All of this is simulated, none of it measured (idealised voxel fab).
This section sets out a process module, namely voxel air gaps.
Cross-section cut: width 290 nm, square cells of 5 nm.
Think of the cross-section as a grid of square cells. We describe it in bands, top to bottom, and each band covers one or more rows of those cells.
What a band's entry tells you: where the top is and where the bottom is, as heights in nm, and after that what lies inside, material by material from left to right, each with its width in nm. Empty space is written as the word "air", and a single material marked with the word "everywhere" occupies the band from edge to edge.
The reference from which all heights are counted is 0, the level beneath which the as-received wafer is entirely one material; the lowest band, having no lower bound, proceeds downward and is written after the example "top 0, no bottom".
Graded width ("30 to 40"): value in top row of band = first number; value in bottom row = second number; row-to-row change constant.
"nothing was modified" means the step left every cell of the cross-section as it was.
Basically, "Closed void roster" tells you about the enclosed voids: empty spaces with no open way to the top, 8 cells or bigger, each written width x height at distance, where distance is from the left edge, all in nm.
Step line, after settings: the simulator's comment on this step.
The "overlay nm" setting may appear on a step's line; for a step that uses a mask, it gives how far to the right of its planned position the mask lay, and a negative value indicates the left.

So here's the lineup of process steps we planned:
1: RECEIVE (material Si)
2: CONFORMAL_DEP (material SiO2; thk nm 15)
3: CONFORMAL_DEP (material SiN; thk nm 5)
4: DIRECTIONAL_DEP (material SiO2; thk nm 40)
5: PATTERN (tone open; mask id LINES; material resist; width nm 25; pitch nm 50; thk nm 15; overlay nm 0)
6: DIRECTIONAL_ETCH (etch materials SiO2; depth nm 40)
7: STRIP (etch materials resist)
8: CONFORMAL_DEP (material TiN; thk nm 5)
9: FILL_DEP (material Ru; thk nm 5)
10: CMP (height nm 60)
11: EPI (material Ru; thk nm 10)
12: SELECTIVE_ETCH (etch materials SiO2; depth nm 50)
13: CONFORMAL_DEP (material SiCN; thk nm 5)

Delivered wafer in cross-section: state after step 1:
* top 0, no bottom  Si everywhere
* Closed void roster: none

Cross-section at module end, one run error; start and plan unchanged from above:
* top 75, bottom 70  75 air; 155 SiCN; 60 air
* top 70, bottom 60  75 air; 5 SiCN; 45 Ru; 5 SiCN; 45 Ru; 5 SiCN; 45 Ru; 5 SiCN; 60 air
* top 60, bottom 55  75 air; 15 SiCN; 5 TiN; 15 Ru; 5 TiN; 25 SiCN; 5 TiN; 15 Ru; 5 TiN; 25 SiCN; 5 TiN; 15 Ru; 5 TiN; 15 SiCN; 60 air
* top 55, bottom 25  85 air; 5 SiCN; 5 TiN; 15 Ru; 5 TiN; 5 SiCN; 15 air; 5 SiCN; 5 TiN; 15 Ru; 5 TiN; 5 SiCN; 15 air; 5 SiCN; 5 TiN; 15 Ru; 5 TiN; 5 SiCN; 70 air
* top 25, bottom 20  90 SiCN; 25 TiN; 25 SiCN; 25 TiN; 25 SiCN; 25 TiN; 75 SiCN
* top 20, bottom 15  SiN everywhere
* top 15, bottom 0  SiO2 everywhere
* top 0, no bottom  Si everywhere
* Closed void roster: 15 x 30 at 120; 15 x 30 at 170
So what did we get wrong on this run? step 5 was not run as planned; what actually ran was PATTERN (tone open; mask id LINES; material resist; width nm 25; pitch nm 50; thk nm 15; overlay nm 10)
